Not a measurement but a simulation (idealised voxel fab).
Presented below is a process module, voxel self aligned contacts.
Cross-section cut: width 215 nm, square cells of 5 nm.
Bands, listed from the top down, are how a cross-section gets written in this document; the cross-section itself is a grid of square cells, and a band is one or more rows of them. Quick guide to a band line: top height, bottom height (nm) up front; then every material left to right with its width in nm. Only one material and it's marked "all across"? Then it fills the band edge to edge. And "air" just means empty space. Ref level 0: as-received wafer is one material below here. Bottom band extends down with no lower bound ("0 nm and below"). Graded width ("30..40"): value in top row of band = first number; value in bottom row = second number; row-to-row change constant. For the purposes of this document, the phrase "stayed the same" attached to a step denotes that no cell within the cross-section was modified by that step. Under "Closed cavities" you'll find the enclosed gaps, the ones with no way out to the top, that are 8 cells or bigger; each reads width x height at distance, with distance counted from the left edge, everything in nm. Heads up: the bit after the settings on a step's line is the simulator's remark on that step. overlay nm: for a step with a mask, the amount by which the mask lay right of where it was planned; a negative amount means left of it.
## The steps planned for the process are as follows
- 1: op RECEIVE | material Si
- 2: op OXIDIZE | depth nm 5
- 3: op DIRECTIONAL_DEP | material polySi | thk nm 30
- 4: op DIRECTIONAL_DEP | material SiN | thk nm 20
- 5: op DIRECTIONAL_DEP | material aC | thk nm 10
- 6: op PATTERN | tone cover | mask id GATE | material resist | width nm 25 | pitch nm 60 | thk nm 25 | overlay nm 0
- 7: op DIRECTIONAL_ETCH | etch materials aC | depth nm 10
- 8: op STRIP | etch materials resist
- 9: op DIRECTIONAL_ETCH | etch materials SiN | depth nm 20
- 10: op DIRECTIONAL_ETCH | etch materials polySi | depth nm 30
- 11: op STRIP | etch materials aC
- 12: op CONFORMAL_DEP | material SiN | thk nm 5
- 13: op DIRECTIONAL_ETCH | etch materials SiN | depth nm 5
- 14: op FILL_DEP | material SiO2 | thk nm 10
- 15: op CMP | height nm 55
- 16: op PATTERN | tone open | mask id CONTACT | material resist | width nm 45 | thk nm 15 | overlay nm 0
- 17: op DIRECTIONAL_ETCH | etch materials SiO2 | depth nm 60
- 18: op STRIP | etch materials resist
- 19: op CONFORMAL_DEP | material TiN | thk nm 5
- 20: op FILL_DEP | material Ru | thk nm 10
- 21: op CMP | height nm 55
- 22: op CONFORMAL_DEP | material SiN | thk nm 5
## As-received wafer cross-section (after step 1)
> 0 nm and below  Si all across
> Closed cavities: none
## The cross-section shown corresponds to the wafer at the conclusion of the module. The initial structure and the process plan are those presented above; however, one mistake occurred in executing the plan
> 60 nm to 55 nm  SiN all across
> 55 nm to 50 nm  90 nm SiO2 / 10 nm TiN / 15 nm Ru / 20 nm TiN / 80 nm SiO2
> 50 nm to 30 nm  60 nm SiO2 / 35 nm SiN / 5 nm TiN / 15 nm Ru / 5 nm TiN / 35 nm SiN / 60 nm SiO2
> 30 nm to 0 nm  60 nm SiO2 / 5 nm SiN / 25 nm polySi / 5 nm SiN / 5 nm TiN / 15 nm Ru / 5 nm TiN / 5 nm SiN / 25 nm polySi / 5 nm SiN / 60 nm SiO2
> 0 nm to -5 nm  95 nm SiO2 / 25 nm TiN / 95 nm SiO2
> -5 nm and below  Si all across
> Closed cavities: none
Against the plan, the run slipped here: planned and actual differ for step 16; actual: op PATTERN | tone open | mask id CONTACT | material resist | width nm 45 | thk nm 15 | overlay nm 5
